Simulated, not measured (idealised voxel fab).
The name of this process module is voxel ribs on slabs.
For reference, the cross-section in this document is cut, with width 145 nm and square cells of 5 nm.
Cross-sections here: square-cell grids, written as top-down lists of bands, a band being one or more rows of cells.
Look at the band entry: it leads with the top's height and the bottom's height in nm. Then it lists the materials left to right, with a width in nm for each. The word "everywhere" on a single material says that material fills the band edge to edge. The word "empty" is empty space.
Heads up on the height convention: 0 is the point under which the incoming wafer is all one material, and the lowest band has no bottom, it just keeps going down, like "top 0, no bottom".
A width such as "30 to 40" changes by the same amount from each row of cells to the next, from the band's top row to its bottom row.
"identical to before", as given for a step, is the statement that not any cell of the cross-section underwent a change during that step.
Voids not open to the top, 8 cells minimum: see "Encapsulated voids". Written width x height at distance; distance is from the left edge; nm.
It should be noted that, on the line of a given step, the content following the step's settings is a remark produced by the simulator itself with respect to that step.
Each step line may optionally specify "overlay nm", which for a step with a mask gives the rightward distance between the mask's planned place and where it lay, a negative value indicating the leftward direction.
### The process steps that were planned are listed below
step 1: RECEIVE: material Si
step 2: DIRECTIONAL_DEP: material SiO2, thk nm 25
step 3: DIRECTIONAL_DEP: material polySi, thk nm 25
step 4: PATTERN: tone cover, mask id RIB, material resist, width nm 20, thk nm 15, overlay nm 0
step 5: DIRECTIONAL_ETCH: etch materials polySi, depth nm 15
step 6: STRIP: etch materials resist
step 7: MASKED_ETCH: tone cover, mask id SLAB, width nm 80, etch materials polySi, depth nm 10, overlay nm 0
step 8: FILL_DEP: material SiO2, thk nm 15
step 9: CMP: height nm 60
step 10: DIRECTIONAL_DEP: material TiN, thk nm 5
step 11: PATTERN: tone cover, mask id HEATER, material resist, width nm 30, thk nm 20, overlay nm 0
step 12: DIRECTIONAL_ETCH: etch materials TiN, depth nm 5
step 13: STRIP: etch materials resist
step 14: CONFORMAL_DEP: material SiN, thk nm 5
### as received, after step 1
* top 0, no bottom | Si everywhere
* Encapsulated voids: none
### The first of two wafers, cross-sectioned at the end of the module, with the run proceeding as planned
* top 70, bottom 65 | empty 50, then SiN 40, then empty 55
* top 65, bottom 60 | SiN 55, then TiN 30, then SiN 60
* top 60, bottom 50 | SiO2 everywhere
* top 50, bottom 35 | SiO2 60, then polySi 20, then SiO2 65
* top 35, bottom 25 | SiO2 30, then polySi 80, then SiO2 35
* top 25, bottom 0 | SiO2 everywhere
* top 0, no bottom | Si everywhere
* Encapsulated voids: none
### Module end: cross-section of wafer two of two. Same start and process plan as the first wafer. One mistake during execution
* top 70, bottom 65 | empty 50, then SiN 40, then empty 55
* top 65, bottom 60 | SiN 55, then TiN 30, then SiN 60
* top 60, bottom 50 | SiO2 everywhere
* top 50, bottom 35 | SiO2 60, then polySi 20, then SiO2 65
* top 35, bottom 25 | SiO2 25, then polySi 80, then SiO2 40
* top 25, bottom 0 | SiO2 everywhere
* top 0, no bottom | Si everywhere
* Encapsulated voids: none
So what did we get wrong on this run? step 7 did not use the planned setting and instead ran as MASKED_ETCH: tone cover, mask id SLAB, width nm 80, etch materials polySi, depth nm 10, overlay nm -5
At the close, every material occupies the same number of cells on the second wafer as on the first, only in different positions.
